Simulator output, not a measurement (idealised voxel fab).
process module | voxel spacer lines
cross-section cut | 235 nm wide | cells 5 nm
A cross-section is a grid of square cells, given in bands from the top down. A band is one or more rows of cells.
Each band's line starts with the height of the band's top and of its bottom, in nm. Then come its materials from left to right, each with its width in nm. One material with "throughout" fills the band from edge to edge. "air" is empty space.
Height 0 is the level under which the wafer as received is all one material. The lowest band goes on downwards, as in "0 down".
A width such as "30 to 40" changes by the same amount from each row of cells to the next, from the band's top row to its bottom row.
"no change" after a step means that no cell of the cross-section changed.
closed voids: empty space of 8 cells or more with no open way to the top, each as width x height at its distance from the left edge, in nm
after a step's settings: what the simulator itself notes on the step
overlay nm, on a step with a mask: how far to the right of its planned place the mask lay; to the left if negative
plan
1 op RECEIVE | material Si
2 op CONFORMAL_DEP | material Al2O3 | thk nm 5
3 op DIRECTIONAL_DEP | material W | thk nm 10
4 op DIRECTIONAL_DEP | material aC | thk nm 25
5 op PATTERN | tone cover | mask id MANDREL | material resist | width nm 15 | pitch nm 60 | thk nm 35 | overlay nm 0
6 op DIRECTIONAL_ETCH | etch materials aC | depth nm 25
7 op STRIP | etch materials resist
8 op CONFORMAL_DEP | material SiO2 | thk nm 15
9 op DIRECTIONAL_ETCH | etch materials SiO2 | depth nm 15
10 op STRIP | etch materials aC
11 op DIRECTIONAL_ETCH | etch materials W | depth nm 10
12 op STRIP | etch materials SiO2
13 op FILL_DEP | material lowk | thk nm 10
14 op CMP | height nm 15
as received, after step 1
  0 down: Si throughout
  closed voids: none
first wafer at the end, as planned
  15 to 5: lowk 35 | W 15 | lowk 15 | W 15 | lowk 15 | W 15 | lowk 15 | W 15 | lowk 15 | W 15 | lowk 15 | W 15 | lowk 35
  5 to 0: Al2O3 throughout
  0 down: Si throughout
  closed voids: none
second wafer at the end: like start, like plan, one mistake
  5 to 0: Al2O3 throughout
  0 down: Si throughout
  closed voids: none
what went wrong: step 14 ran as: op CMP | height nm 5
at the end the second wafer has, in cells: 36 fewer of W | 58 fewer of lowk
